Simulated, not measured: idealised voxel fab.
process module | voxel capacitor over wiring
cross-section cut | 170 nm wide | cells 5 nm
A cross-section is a grid of square cells, given in bands from the top down. A band is one or more rows of cells.
Each band's line starts with the height of the band's top and of its bottom, in nm. Then come its materials from left to right, each with its width in nm. One material with "throughout" fills the band from edge to edge. "air" is empty space.
Height 0 is the level under which the wafer as received is all one material. The lowest band goes on downwards, as in "0 down".
A width such as "30 to 40" changes by the same amount from each row of cells to the next, from the band's top row to its bottom row.
"no change" after a step means that no cell of the cross-section changed.
closed voids: empty space of 8 cells or more with no open way to the top, each as width x height at its distance from the left edge, in nm
after a step's settings: what the simulator itself notes on the step
overlay nm, on a step with a mask: how far to the right of its planned place the mask lay; to the left if negative
plan
1 op RECEIVE | material Si
2 op CONFORMAL_DEP | material SiO2 | thk nm 10
3 op DIRECTIONAL_DEP | material TiN | thk nm 5
4 op DIRECTIONAL_DEP | material Ru | thk nm 15
5 op PATTERN | tone cover | mask id METAL_1 | material resist | width nm 25 | pitch nm 85 | thk nm 15 | overlay nm 0
6 op DIRECTIONAL_ETCH | etch materials Ru | depth nm 15
7 op DIRECTIONAL_ETCH | etch materials TiN | depth nm 5
8 op STRIP | etch materials resist
9 op FILL_DEP | material lowk | thk nm 10
10 op CMP | height nm 30
11 op CONFORMAL_DEP | material SiCN | thk nm 5
12 op DIRECTIONAL_DEP | material lowk | thk nm 10
13 op PATTERN | tone open | mask id PLUG_1 | material resist | width nm 15 | thk nm 15 | overlay nm 0
14 op DIRECTIONAL_ETCH | etch materials lowk | depth nm 10
15 op DIRECTIONAL_ETCH | etch materials SiCN | depth nm 5
16 op STRIP | etch materials resist
17 op EPI | material Ru | thk nm 10
18 op EPI | material Ru | thk nm 5
19 op DIRECTIONAL_DEP | material TiN | thk nm 10
20 op DIRECTIONAL_DEP | material Al2O3 | thk nm 5
21 op DIRECTIONAL_DEP | material TiN | thk nm 5
22 op MASKED_ETCH | tone cover | mask id UPPER_PLATE | width nm 65 | etch materials TiN | depth nm 5 | overlay nm 0
23 op MASKED_ETCH | tone cover | mask id UPPER_PLATE | width nm 65 | etch materials Al2O3 | depth nm 5 | overlay nm 0
24 op DIRECTIONAL_DEP | material aC | thk nm 15
25 op PATTERN | tone cover | mask id LOWER_PLATE | material resist | width nm 75 | thk nm 35 | overlay nm 0
26 op DIRECTIONAL_ETCH | etch materials aC | depth nm 15
27 op STRIP | etch materials resist
28 op DIRECTIONAL_ETCH | etch materials TiN | depth nm 10
29 op STRIP | etch materials aC
30 op FILL_DEP | material SiO2 | thk nm 20
31 op CMP | height nm 80
32 op DIRECTIONAL_DEP | material aC | thk nm 15
33 op PATTERN | tone open | mask id PLUG_2 | material resist | width nm 15 | thk nm 30 | overlay nm 0
34 op DIRECTIONAL_ETCH | etch materials aC | depth nm 15
35 op STRIP | etch materials resist
36 op DIRECTIONAL_ETCH | etch materials SiO2 | depth nm 15
37 op STRIP | etch materials aC
38 op CONFORMAL_DEP | material TiN | thk nm 5
39 op FILL_DEP | material Cu | thk nm 5
40 op CMP | height nm 80
41 op CONFORMAL_DEP | material SiN | thk nm 5
as received, after step 1
  0 down: Si throughout
  closed voids: none
a wafer at the end: this start, this plan, one mistake
  85 to 80: SiN throughout
  80 to 70: SiO2 50 | TiN 5 | Cu 5 | TiN 5 | SiO2 105
  70 to 60: SiO2 50 to 40 | TiN 15 to 65 | SiO2 105 to 65
  60 to 55: SiN throughout
  55 to 45: TiN throughout
  45 to 35: lowk 40 | Ru 15 | lowk 115
  35 to 30: SiCN 40 | Ru 15 | SiCN 115
  30 to 15: lowk 30 | Ru 25 | lowk 60 | Ru 25 | lowk 30
  15 to 10: lowk 30 | TiN 25 | lowk 60 | TiN 25 | lowk 30
  10 to 0: SiO2 throughout
  0 down: Si throughout
  closed voids: none
what went wrong: step 20 ran as: op DIRECTIONAL_DEP | material SiN | thk nm 5
